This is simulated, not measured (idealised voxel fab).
Documented hereafter: the process module known as voxel wiring stack.
Shown is cross-section cut, with a width of 190 nm and square cells of size 5 nm.
If you're reading a cross-section in this doc, picture square cells in a grid; it comes to you as bands, top ones listed first down to the bottom, and a band can be one or more rows of cells.
In this notation a band is specified by the heights of its top and bottom, in that order and in nm, after which its materials appear from left to right, each paired with its width in nm. The word "all across" attached to a single material means that material fills the band from edge to edge; the word "empty" stands for empty space.
We count height from 0. Below that, the starting wafer is all one material. The lowest band never ends at the bottom but goes on down; see "0 down" for how that is written.
The width entry "30->40" should be interpreted row by row: the top row of cells in the band takes the first number, the bottom row takes the second number, and the change between adjacent rows is uniform throughout.
For the purposes of this document, the phrase "no modification" attached to a step denotes that no cell within the cross-section was modified by that step.
Entry "Cavities, closed". Content: empty spaces with no open connection to the top, size 8 cells or greater. Each: width x height at distance. Distance: from left edge. Unit: nm.
Heads up: the bit after the settings on a step's line is the simulator's remark on that step.
If you see "overlay nm" on a step's line and that step has a mask, it's telling you how far right of where it was planned the mask ended up; a negative number means it went left instead.
Listed below are the process steps as planned:
1. RECEIVE | material Si
2. CONFORMAL_DEP | material SiO2 | thk nm 10
3. CONFORMAL_DEP | material SiCN | thk nm 5
4. DIRECTIONAL_DEP | material lowk | thk nm 25
5. DIRECTIONAL_DEP | material aC | thk nm 15
6. PATTERN | tone open | mask id METAL_1 | material resist | width nm 20 | pitch nm 40 | thk nm 35 | overlay nm 0
7. DIRECTIONAL_ETCH | etch materials aC | depth nm 15
8. STRIP | etch materials resist
9. DIRECTIONAL_ETCH | etch materials lowk | depth nm 25
10. DIRECTIONAL_ETCH | etch materials SiCN | depth nm 5
11. STRIP | etch materials aC
12. CONFORMAL_DEP | material TiN | thk nm 5
13. FILL_DEP | material Ru | thk nm 5
14. CMP | height nm 40
15. CONFORMAL_DEP | material SiCN | thk nm 5
16. DIRECTIONAL_DEP | material lowk | thk nm 15
17. DIRECTIONAL_DEP | material aC | thk nm 15
18. PATTERN | tone open | mask id PLUG_1 | material resist | width nm 15 | pitch nm 40 | thk nm 35 | overlay nm 0
19. DIRECTIONAL_ETCH | etch materials aC | depth nm 15
20. STRIP | etch materials resist
21. DIRECTIONAL_ETCH | etch materials lowk | depth nm 15
22. DIRECTIONAL_ETCH | etch materials SiCN | depth nm 5
23. STRIP | etch materials aC
24. EPI | material Ru | thk nm 10
25. EPI | material Ru | thk nm 10
26. CONFORMAL_DEP | material SiN | thk nm 5
27. DIRECTIONAL_DEP | material SiO2 | thk nm 15
28. MASKED_ETCH | tone open | mask id METAL_2 | width nm 20 | pitch nm 40 | etch materials SiO2 | depth nm 15 | overlay nm 0
29. MASKED_ETCH | tone open | mask id METAL_2 | width nm 20 | pitch nm 40 | etch materials SiN | depth nm 5 | overlay nm 0
30. CONFORMAL_DEP | material TiN | thk nm 5
31. FILL_DEP | material W | thk nm 10
32. CMP | height nm 80
33. CONFORMAL_DEP | material SiN | thk nm 5
The first of two wafers, run as planned:
As received (post step 1): cross-section:
0 down: Si all across
Cavities, closed: none
Wafer section view after processing step 2:
10 to 0: SiO2 all across
Beneath the level 0, the cross-section is identical to its previous state.
Wafer section view after processing step 3:
15 to 10: SiCN all across
Beneath the level 10, the cross-section is identical to its previous state.
Wafer section view after processing step 4:
40 to 15: lowk all across
Beneath the level 15, the cross-section is identical to its previous state.
Wafer section view after processing step 5:
55 to 40: aC all across
Beneath the level 40, the cross-section is identical to its previous state.
Wafer section view after processing step 6:
90 to 55: resist 25 nm  empty 20 nm  resist 20 nm  empty 20 nm  resist 20 nm  empty 20 nm  resist 20 nm  empty 20 nm  resist 25 nm
Beneath the level 55, the cross-section is identical to its previous state.
Wafer section view after processing step 7:
75 to 55: resist 25 nm  empty 20 nm  resist 20 nm  empty 20 nm  resist 20 nm  empty 20 nm  resist 20 nm  empty 20 nm  resist 25 nm
55 to 40: aC 25 nm  empty 20 nm  aC 20 nm  empty 20 nm  aC 20 nm  empty 20 nm  aC 20 nm  empty 20 nm  aC 25 nm
Beneath the level 40, the cross-section is identical to its previous state.
Wafer section view after processing step 8:
55 to 40: aC 25 nm  empty 20 nm  aC 20 nm  empty 20 nm  aC 20 nm  empty 20 nm  aC 20 nm  empty 20 nm  aC 25 nm
Beneath the level 40, the cross-section is identical to its previous state.
Wafer section view after processing step 9:
55 to 40: aC 25 nm  empty 20 nm  aC 20 nm  empty 20 nm  aC 20 nm  empty 20 nm  aC 20 nm  empty 20 nm  aC 25 nm
40 to 15: lowk 25 nm  empty 20 nm  lowk 20 nm  empty 20 nm  lowk 20 nm  empty 20 nm  lowk 20 nm  empty 20 nm  lowk 25 nm
Beneath the level 15, the cross-section is identical to its previous state.
Wafer section view after processing step 10:
55 to 40: aC 25 nm  empty 20 nm  aC 20 nm  empty 20 nm  aC 20 nm  empty 20 nm  aC 20 nm  empty 20 nm  aC 25 nm
40 to 15: lowk 25 nm  empty 20 nm  lowk 20 nm  empty 20 nm  lowk 20 nm  empty 20 nm  lowk 20 nm  empty 20 nm  lowk 25 nm
15 to 10: SiCN 25 nm  empty 20 nm  SiCN 20 nm  empty 20 nm  SiCN 20 nm  empty 20 nm  SiCN 20 nm  empty 20 nm  SiCN 25 nm
Beneath the level 10, the cross-section is identical to its previous state.
Wafer section view after processing step 11:
40 to 15: lowk 25 nm  empty 20 nm  lowk 20 nm  empty 20 nm  lowk 20 nm  empty 20 nm  lowk 20 nm  empty 20 nm  lowk 25 nm
Beneath the level 15, the cross-section is identical to its previous state.
Wafer section view after processing step 12:
45 to 40: TiN 30 nm  empty 10 nm  TiN 30 nm  empty 10 nm  TiN 30 nm  empty 10 nm  TiN 30 nm  empty 10 nm  TiN 30 nm
40 to 15: lowk 25 nm  TiN 5 nm  empty 10 nm  TiN 5 nm  lowk 20 nm  TiN 5 nm  empty 10 nm  TiN 5 nm  lowk 20 nm  TiN 5 nm  empty 10 nm  TiN 5 nm  lowk 20 nm  TiN 5 nm  empty 10 nm  TiN 5 nm  lowk 25 nm
15 to 10: SiCN 25 nm  TiN 20 nm  SiCN 20 nm  TiN 20 nm  SiCN 20 nm  TiN 20 nm  SiCN 20 nm  TiN 20 nm  SiCN 25 nm
Beneath the level 10, the cross-section is identical to its previous state.
Wafer section view after processing step 13:
50 to 45: Ru all across
45 to 40: TiN 30 nm  Ru 10 nm  TiN 30 nm  Ru 10 nm  TiN 30 nm  Ru 10 nm  TiN 30 nm  Ru 10 nm  TiN 30 nm
40 to 15: lowk 25 nm  TiN 5 nm  Ru 10 nm  TiN 5 nm  lowk 20 nm  TiN 5 nm  Ru 10 nm  TiN 5 nm  lowk 20 nm  TiN 5 nm  Ru 10 nm  TiN 5 nm  lowk 20 nm  TiN 5 nm  Ru 10 nm  TiN 5 nm  lowk 25 nm
Beneath the level 15, the cross-section is identical to its previous state.
Wafer section view after processing step 14:
40 to 15: lowk 25 nm  TiN 5 nm  Ru 10 nm  TiN 5 nm  lowk 20 nm  TiN 5 nm  Ru 10 nm  TiN 5 nm  lowk 20 nm  TiN 5 nm  Ru 10 nm  TiN 5 nm  lowk 20 nm  TiN 5 nm  Ru 10 nm  TiN 5 nm  lowk 25 nm
Beneath the level 15, the cross-section is identical to its previous state.
Wafer section view after processing step 15:
45 to 40: SiCN all across
Beneath the level 40, the cross-section is identical to its previous state.
Wafer section view after processing step 16:
60 to 45: lowk all across
Beneath the level 45, the cross-section is identical to its previous state.
Wafer section view after processing step 17:
75 to 60: aC all across
Beneath the level 60, the cross-section is identical to its previous state.
Wafer section view after processing step 18:
110 to 75: resist 25 nm  empty 15 nm  resist 25 nm  empty 15 nm  resist 25 nm  empty 15 nm  resist 25 nm  empty 15 nm  resist 30 nm
Beneath the level 75, the cross-section is identical to its previous state.
Wafer section view after processing step 19:
95 to 75: resist 25 nm  empty 15 nm  resist 25 nm  empty 15 nm  resist 25 nm  empty 15 nm  resist 25 nm  empty 15 nm  resist 30 nm
75 to 60: aC 25 nm  empty 15 nm  aC 25 nm  empty 15 nm  aC 25 nm  empty 15 nm  aC 25 nm  empty 15 nm  aC 30 nm
Beneath the level 60, the cross-section is identical to its previous state.
Wafer section view after processing step 20:
75 to 60: aC 25 nm  empty 15 nm  aC 25 nm  empty 15 nm  aC 25 nm  empty 15 nm  aC 25 nm  empty 15 nm  aC 30 nm
Beneath the level 60, the cross-section is identical to its previous state.
Wafer section view after processing step 21:
75 to 60: aC 25 nm  empty 15 nm  aC 25 nm  empty 15 nm  aC 25 nm  empty 15 nm  aC 25 nm  empty 15 nm  aC 30 nm
60 to 45: lowk 25 nm  empty 15 nm  lowk 25 nm  empty 15 nm  lowk 25 nm  empty 15 nm  lowk 25 nm  empty 15 nm  lowk 30 nm
Beneath the level 45, the cross-section is identical to its previous state.
Wafer section view after processing step 22:
75 to 60: aC 25 nm  empty 15 nm  aC 25 nm  empty 15 nm  aC 25 nm  empty 15 nm  aC 25 nm  empty 15 nm  aC 30 nm
60 to 45: lowk 25 nm  empty 15 nm  lowk 25 nm  empty 15 nm  lowk 25 nm  empty 15 nm  lowk 25 nm  empty 15 nm  lowk 30 nm
45 to 40: SiCN 25 nm  empty 15 nm  SiCN 25 nm  empty 15 nm  SiCN 25 nm  empty 15 nm  SiCN 25 nm  empty 15 nm  SiCN 30 nm
Beneath the level 40, the cross-section is identical to its previous state.
Wafer section view after processing step 23:
60 to 45: lowk 25 nm  empty 15 nm  lowk 25 nm  empty 15 nm  lowk 25 nm  empty 15 nm  lowk 25 nm  empty 15 nm  lowk 30 nm
Beneath the level 45, the cross-section is identical to its previous state.
Wafer section view after processing step 24:
60 to 50: lowk 25 nm  empty 15 nm  lowk 25 nm  empty 15 nm  lowk 25 nm  empty 15 nm  lowk 25 nm  empty 15 nm  lowk 30 nm
50 to 45: lowk 25 nm  Ru 15 nm  lowk 25 nm  Ru 15 nm  lowk 25 nm  Ru 15 nm  lowk 25 nm  Ru 15 nm  lowk 30 nm
45 to 40: SiCN 25 nm  Ru 15 nm  SiCN 25 nm  Ru 15 nm  SiCN 25 nm  Ru 15 nm  SiCN 25 nm  Ru 15 nm  SiCN 30 nm
Beneath the level 40, the cross-section is identical to its previous state.
Wafer section view after processing step 25:
60 to 45: lowk 25 nm  Ru 15 nm  lowk 25 nm  Ru 15 nm  lowk 25 nm  Ru 15 nm  lowk 25 nm  Ru 15 nm  lowk 30 nm
Beneath the level 45, the cross-section is identical to its previous state.
Wafer section view after processing step 26:
65 to 60: SiN all across
Beneath the level 60, the cross-section is identical to its previous state.
Wafer section view after processing step 27:
80 to 65: SiO2 all across
Beneath the level 65, the cross-section is identical to its previous state.
Wafer section view after processing step 28:
80 to 65: SiO2 25 nm  empty 20 nm  SiO2 20 nm  empty 20 nm  SiO2 20 nm  empty 20 nm  SiO2 20 nm  empty 20 nm  SiO2 25 nm
Beneath the level 65, the cross-section is identical to its previous state.
Wafer section view after processing step 29:
80 to 65: SiO2 25 nm  empty 20 nm  SiO2 20 nm  empty 20 nm  SiO2 20 nm  empty 20 nm  SiO2 20 nm  empty 20 nm  SiO2 25 nm
65 to 60: SiN 25 nm  empty 20 nm  SiN 20 nm  empty 20 nm  SiN 20 nm  empty 20 nm  SiN 20 nm  empty 20 nm  SiN 25 nm
Beneath the level 60, the cross-section is identical to its previous state.
Wafer section view after processing step 30:
85 to 80: TiN 30 nm  empty 10 nm  TiN 30 nm  empty 10 nm  TiN 30 nm  empty 10 nm  TiN 30 nm  empty 10 nm  TiN 30 nm
80 to 65: SiO2 25 nm  TiN 5 nm  empty 10 nm  TiN 5 nm  SiO2 20 nm  TiN 5 nm  empty 10 nm  TiN 5 nm  SiO2 20 nm  TiN 5 nm  empty 10 nm  TiN 5 nm  SiO2 20 nm  TiN 5 nm  empty 10 nm  TiN 5 nm  SiO2 25 nm
65 to 60: SiN 25 nm  TiN 20 nm  SiN 20 nm  TiN 20 nm  SiN 20 nm  TiN 20 nm  SiN 20 nm  TiN 20 nm  SiN 25 nm
Beneath the level 60, the cross-section is identical to its previous state.
Wafer section view after processing step 31:
95 to 85: W all across
85 to 80: TiN 30 nm  W 10 nm  TiN 30 nm  W 10 nm  TiN 30 nm  W 10 nm  TiN 30 nm  W 10 nm  TiN 30 nm
80 to 65: SiO2 25 nm  TiN 5 nm  W 10 nm  TiN 5 nm  SiO2 20 nm  TiN 5 nm  W 10 nm  TiN 5 nm  SiO2 20 nm  TiN 5 nm  W 10 nm  TiN 5 nm  SiO2 20 nm  TiN 5 nm  W 10 nm  TiN 5 nm  SiO2 25 nm
Beneath the level 65, the cross-section is identical to its previous state.
Wafer section view after processing step 32:
80 to 65: SiO2 25 nm  TiN 5 nm  W 10 nm  TiN 5 nm  SiO2 20 nm  TiN 5 nm  W 10 nm  TiN 5 nm  SiO2 20 nm  TiN 5 nm  W 10 nm  TiN 5 nm  SiO2 20 nm  TiN 5 nm  W 10 nm  TiN 5 nm  SiO2 25 nm
Beneath the level 65, the cross-section is identical to its previous state.
Wafer section view after processing step 33:
85 to 80: SiN all across
Beneath the level 80, the cross-section is identical to its previous state.
Second wafer, same starting state and plan as the first, one mistake in the run, identical through step 2:
Second wafer profile in section, at the moment step 3 of the plan was meant to be complete: no modification
Second wafer profile in section, at the moment step 4 of the plan was meant to be complete:
35 to 10: lowk all across
Beneath the level 10, the cross-section is identical to its previous state.
Second wafer profile in section, at the moment step 5 of the plan was meant to be complete:
50 to 35: aC all across
Beneath the level 35, the cross-section is identical to its previous state.
Second wafer profile in section, at the moment step 6 of the plan was meant to be complete:
85 to 50: resist 25 nm  empty 20 nm  resist 20 nm  empty 20 nm  resist 20 nm  empty 20 nm  resist 20 nm  empty 20 nm  resist 25 nm
Beneath the level 50, the cross-section is identical to its previous state.
Second wafer profile in section, at the moment step 7 of the plan was meant to be complete:
70 to 50: resist 25 nm  empty 20 nm  resist 20 nm  empty 20 nm  resist 20 nm  empty 20 nm  resist 20 nm  empty 20 nm  resist 25 nm
50 to 35: aC 25 nm  empty 20 nm  aC 20 nm  empty 20 nm  aC 20 nm  empty 20 nm  aC 20 nm  empty 20 nm  aC 25 nm
Beneath the level 35, the cross-section is identical to its previous state.
Second wafer profile in section, at the moment step 8 of the plan was meant to be complete:
50 to 35: aC 25 nm  empty 20 nm  aC 20 nm  empty 20 nm  aC 20 nm  empty 20 nm  aC 20 nm  empty 20 nm  aC 25 nm
Beneath the level 35, the cross-section is identical to its previous state.
Second wafer profile in section, at the moment step 9 of the plan was meant to be complete:
50 to 35: aC 25 nm  empty 20 nm  aC 20 nm  empty 20 nm  aC 20 nm  empty 20 nm  aC 20 nm  empty 20 nm  aC 25 nm
35 to 10: lowk 25 nm  empty 20 nm  lowk 20 nm  empty 20 nm  lowk 20 nm  empty 20 nm  lowk 20 nm  empty 20 nm  lowk 25 nm
Beneath the level 10, the cross-section is identical to its previous state.
Second wafer profile in section, at the moment step 10 of the plan was meant to be complete: no modification
Second wafer profile in section, at the moment step 11 of the plan was meant to be complete:
35 to 10: lowk 25 nm  empty 20 nm  lowk 20 nm  empty 20 nm  lowk 20 nm  empty 20 nm  lowk 20 nm  empty 20 nm  lowk 25 nm
Beneath the level 10, the cross-section is identical to its previous state.
Second wafer profile in section, at the moment step 12 of the plan was meant to be complete:
40 to 35: TiN 30 nm  empty 10 nm  TiN 30 nm  empty 10 nm  TiN 30 nm  empty 10 nm  TiN 30 nm  empty 10 nm  TiN 30 nm
35 to 15: lowk 25 nm  TiN 5 nm  empty 10 nm  TiN 5 nm  lowk 20 nm  TiN 5 nm  empty 10 nm  TiN 5 nm  lowk 20 nm  TiN 5 nm  empty 10 nm  TiN 5 nm  lowk 20 nm  TiN 5 nm  empty 10 nm  TiN 5 nm  lowk 25 nm
15 to 10: lowk 25 nm  TiN 20 nm  lowk 20 nm  TiN 20 nm  lowk 20 nm  TiN 20 nm  lowk 20 nm  TiN 20 nm  lowk 25 nm
Beneath the level 10, the cross-section is identical to its previous state.
Second wafer profile in section, at the moment step 13 of the plan was meant to be complete:
45 to 40: Ru all across
40 to 35: TiN 30 nm  Ru 10 nm  TiN 30 nm  Ru 10 nm  TiN 30 nm  Ru 10 nm  TiN 30 nm  Ru 10 nm  TiN 30 nm
35 to 15: lowk 25 nm  TiN 5 nm  Ru 10 nm  TiN 5 nm  lowk 20 nm  TiN 5 nm  Ru 10 nm  TiN 5 nm  lowk 20 nm  TiN 5 nm  Ru 10 nm  TiN 5 nm  lowk 20 nm  TiN 5 nm  Ru 10 nm  TiN 5 nm  lowk 25 nm
Beneath the level 15, the cross-section is identical to its previous state.
Second wafer profile in section, at the moment step 14 of the plan was meant to be complete:
40 to 35: TiN 30 nm  Ru 10 nm  TiN 30 nm  Ru 10 nm  TiN 30 nm  Ru 10 nm  TiN 30 nm  Ru 10 nm  TiN 30 nm
Beneath the level 35, the cross-section is identical to its previous state.
Second wafer profile in section, at the moment step 15 of the plan was meant to be complete:
45 to 40: SiCN all across
Beneath the level 40, the cross-section is identical to its previous state.
Second wafer profile in section, at the moment step 16 of the plan was meant to be complete:
60 to 45: lowk all across
Beneath the level 45, the cross-section is identical to its previous state.
Second wafer profile in section, at the moment step 17 of the plan was meant to be complete:
75 to 60: aC all across
Beneath the level 60, the cross-section is identical to its previous state.
Second wafer profile in section, at the moment step 18 of the plan was meant to be complete:
110 to 75: resist 25 nm  empty 15 nm  resist 25 nm  empty 15 nm  resist 25 nm  empty 15 nm  resist 25 nm  empty 15 nm  resist 30 nm
Beneath the level 75, the cross-section is identical to its previous state.
Second wafer profile in section, at the moment step 19 of the plan was meant to be complete:
95 to 75: resist 25 nm  empty 15 nm  resist 25 nm  empty 15 nm  resist 25 nm  empty 15 nm  resist 25 nm  empty 15 nm  resist 30 nm
75 to 60: aC 25 nm  empty 15 nm  aC 25 nm  empty 15 nm  aC 25 nm  empty 15 nm  aC 25 nm  empty 15 nm  aC 30 nm
Beneath the level 60, the cross-section is identical to its previous state.
Second wafer profile in section, at the moment step 20 of the plan was meant to be complete:
75 to 60: aC 25 nm  empty 15 nm  aC 25 nm  empty 15 nm  aC 25 nm  empty 15 nm  aC 25 nm  empty 15 nm  aC 30 nm
Beneath the level 60, the cross-section is identical to its previous state.
Second wafer profile in section, at the moment step 21 of the plan was meant to be complete:
75 to 60: aC 25 nm  empty 15 nm  aC 25 nm  empty 15 nm  aC 25 nm  empty 15 nm  aC 25 nm  empty 15 nm  aC 30 nm
60 to 45: lowk 25 nm  empty 15 nm  lowk 25 nm  empty 15 nm  lowk 25 nm  empty 15 nm  lowk 25 nm  empty 15 nm  lowk 30 nm
Beneath the level 45, the cross-section is identical to its previous state.
Second wafer profile in section, at the moment step 22 of the plan was meant to be complete:
75 to 60: aC 25 nm  empty 15 nm  aC 25 nm  empty 15 nm  aC 25 nm  empty 15 nm  aC 25 nm  empty 15 nm  aC 30 nm
60 to 45: lowk 25 nm  empty 15 nm  lowk 25 nm  empty 15 nm  lowk 25 nm  empty 15 nm  lowk 25 nm  empty 15 nm  lowk 30 nm
45 to 40: SiCN 25 nm  empty 15 nm  SiCN 25 nm  empty 15 nm  SiCN 25 nm  empty 15 nm  SiCN 25 nm  empty 15 nm  SiCN 30 nm
Beneath the level 40, the cross-section is identical to its previous state.
Second wafer profile in section, at the moment step 23 of the plan was meant to be complete:
60 to 45: lowk 25 nm  empty 15 nm  lowk 25 nm  empty 15 nm  lowk 25 nm  empty 15 nm  lowk 25 nm  empty 15 nm  lowk 30 nm
Beneath the level 45, the cross-section is identical to its previous state.
Second wafer profile in section, at the moment step 24 of the plan was meant to be complete:
60 to 50: lowk 25 nm  empty 15 nm  lowk 25 nm  empty 15 nm  lowk 25 nm  empty 15 nm  lowk 25 nm  empty 15 nm  lowk 30 nm
50 to 45: lowk 25 nm  Ru 15 nm  lowk 25 nm  Ru 15 nm  lowk 25 nm  Ru 15 nm  lowk 25 nm  Ru 15 nm  lowk 30 nm
45 to 40: SiCN 25 nm  Ru 15 nm  SiCN 25 nm  Ru 15 nm  SiCN 25 nm  Ru 15 nm  SiCN 25 nm  Ru 15 nm  SiCN 30 nm
Beneath the level 40, the cross-section is identical to its previous state.
Second wafer profile in section, at the moment step 25 of the plan was meant to be complete:
60 to 45: lowk 25 nm  Ru 15 nm  lowk 25 nm  Ru 15 nm  lowk 25 nm  Ru 15 nm  lowk 25 nm  Ru 15 nm  lowk 30 nm
Beneath the level 45, the cross-section is identical to its previous state.
Second wafer profile in section, at the moment step 26 of the plan was meant to be complete:
65 to 60: SiN all across
Beneath the level 60, the cross-section is identical to its previous state.
Second wafer profile in section, at the moment step 27 of the plan was meant to be complete:
80 to 65: SiO2 all across
Beneath the level 65, the cross-section is identical to its previous state.
Second wafer profile in section, at the moment step 28 of the plan was meant to be complete:
80 to 65: SiO2 25 nm  empty 20 nm  SiO2 20 nm  empty 20 nm  SiO2 20 nm  empty 20 nm  SiO2 20 nm  empty 20 nm  SiO2 25 nm
Beneath the level 65, the cross-section is identical to its previous state.
Second wafer profile in section, at the moment step 29 of the plan was meant to be complete:
80 to 65: SiO2 25 nm  empty 20 nm  SiO2 20 nm  empty 20 nm  SiO2 20 nm  empty 20 nm  SiO2 20 nm  empty 20 nm  SiO2 25 nm
65 to 60: SiN 25 nm  empty 20 nm  SiN 20 nm  empty 20 nm  SiN 20 nm  empty 20 nm  SiN 20 nm  empty 20 nm  SiN 25 nm
Beneath the level 60, the cross-section is identical to its previous state.
Second wafer profile in section, at the moment step 30 of the plan was meant to be complete:
85 to 80: TiN 30 nm  empty 10 nm  TiN 30 nm  empty 10 nm  TiN 30 nm  empty 10 nm  TiN 30 nm  empty 10 nm  TiN 30 nm
80 to 65: SiO2 25 nm  TiN 5 nm  empty 10 nm  TiN 5 nm  SiO2 20 nm  TiN 5 nm  empty 10 nm  TiN 5 nm  SiO2 20 nm  TiN 5 nm  empty 10 nm  TiN 5 nm  SiO2 20 nm  TiN 5 nm  empty 10 nm  TiN 5 nm  SiO2 25 nm
65 to 60: SiN 25 nm  TiN 20 nm  SiN 20 nm  TiN 20 nm  SiN 20 nm  TiN 20 nm  SiN 20 nm  TiN 20 nm  SiN 25 nm
Beneath the level 60, the cross-section is identical to its previous state.
Second wafer profile in section, at the moment step 31 of the plan was meant to be complete:
95 to 85: W all across
85 to 80: TiN 30 nm  W 10 nm  TiN 30 nm  W 10 nm  TiN 30 nm  W 10 nm  TiN 30 nm  W 10 nm  TiN 30 nm
80 to 65: SiO2 25 nm  TiN 5 nm  W 10 nm  TiN 5 nm  SiO2 20 nm  TiN 5 nm  W 10 nm  TiN 5 nm  SiO2 20 nm  TiN 5 nm  W 10 nm  TiN 5 nm  SiO2 20 nm  TiN 5 nm  W 10 nm  TiN 5 nm  SiO2 25 nm
Beneath the level 65, the cross-section is identical to its previous state.
Second wafer profile in section, at the moment step 32 of the plan was meant to be complete:
80 to 65: SiO2 25 nm  TiN 5 nm  W 10 nm  TiN 5 nm  SiO2 20 nm  TiN 5 nm  W 10 nm  TiN 5 nm  SiO2 20 nm  TiN 5 nm  W 10 nm  TiN 5 nm  SiO2 20 nm  TiN 5 nm  W 10 nm  TiN 5 nm  SiO2 25 nm
Beneath the level 65, the cross-section is identical to its previous state.
Second wafer profile in section, at the moment step 33 of the plan was meant to be complete:
85 to 80: SiN all across
Beneath the level 80, the cross-section is identical to its previous state.
Diagnosis: step 3 of the plan was omitted and not executed
At the finish, the second wafer shows more or fewer cells for some materials than the first does: SiCN: 22 fewer; TiN: 22 more
